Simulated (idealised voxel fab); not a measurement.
Module name: voxel self aligned contacts (process module)
The figure presents cross-section cut, which has a width of 145 nm and is divided into square cells with an edge length of 5 nm.
This document writes a cross-section as a grid whose cells are square, and gives it as bands, listed from the top down; one or more rows of cells form a band.
Band: top height; bottom height; in nm. Then, left to right: material with width in nm, for each material. "edge to edge": a single material spanning edge to edge. "blank": empty space.
Height is counted from the level 0, under which the received wafer is composed throughout of one material. The lowest of the bands is not closed at the bottom but continues downward, in the notation "from 0 down".
Read "30..40" as a graded width: first number on top, second number at the bottom, same change between each pair of neighbouring rows.
For the purposes of this document, the phrase "no alterations made" attached to a step denotes that no cell within the cross-section was modified by that step.
"Fully enclosed voids" lists enclosed empty spaces (at least 8 cells, no open path upward to the top), each as width x height at distance from the left edge, in nm.
Past the settings on a step's line: simulator remark, on that step.
The line of a step may include "overlay nm". On a step with a mask, this value is how far to the right of its planned place the mask lay. A negative value means the mask lay to the left.

Here's what the planned process steps look like
1,RECEIVE: material Si
2,CONFORMAL_DEP: material SiO2, thk nm 5
3,DIRECTIONAL_DEP: material polySi, thk nm 20
4,DIRECTIONAL_DEP: material SiN, thk nm 20
5,PATTERN: tone cover, mask id GATE, material resist, width nm 35, pitch nm 70, thk nm 15, overlay nm 0
6,DIRECTIONAL_ETCH: etch materials SiN, depth nm 20
7,DIRECTIONAL_ETCH: etch materials polySi, depth nm 20
8,STRIP: etch materials resist
9,CONFORMAL_DEP: material SiN, thk nm 10
10,DIRECTIONAL_ETCH: etch materials SiN, depth nm 10
11,FILL_DEP: material SiO2, thk nm 15
12,CMP: height nm 55
13,DIRECTIONAL_DEP: material aC, thk nm 15
14,PATTERN: tone open, mask id CONTACT, material resist, width nm 55, thk nm 30, overlay nm 0
15,DIRECTIONAL_ETCH: etch materials aC, depth nm 15
16,STRIP: etch materials resist
17,DIRECTIONAL_ETCH: etch materials SiO2, depth nm 55
18,STRIP: etch materials aC
19,CONFORMAL_DEP: material TiN, thk nm 5
20,FILL_DEP: material W, thk nm 10
21,CMP: height nm 55
22,CONFORMAL_DEP: material SiN, thk nm 5

The cross-section here shows the wafer as received, i.e. in its state after step 1
  from 0 down = Si edge to edge
  Fully enclosed voids: none

Final cross-section, module run with one mistake (start and plan as above)
  from 70 to 55 = SiN edge to edge
  from 55 to 45 = SiO2 45 nm / TiN 5..25 nm / W 45..5 nm / TiN 5..25 nm / SiO2 45 nm
  from 45 to 25 = SiO2 10 nm / SiN 55 nm / TiN 5 nm / W 5 nm / TiN 5 nm / SiN 55 nm / SiO2 10 nm
  from 25 to 5 = SiO2 10 nm / SiN 10 nm / polySi 35 nm / SiN 10 nm / TiN 5 nm / W 5 nm / TiN 5 nm / SiN 10 nm / polySi 35 nm / SiN 10 nm / SiO2 10 nm
  from 5 to 0 = SiO2 65 nm / TiN 15 nm / SiO2 65 nm
  from 0 down = Si edge to edge
  Fully enclosed voids: none
Nonconformance to the process plan: in deviation from the planned setting, step 22 was conducted as CONFORMAL_DEP: material SiN, thk nm 15
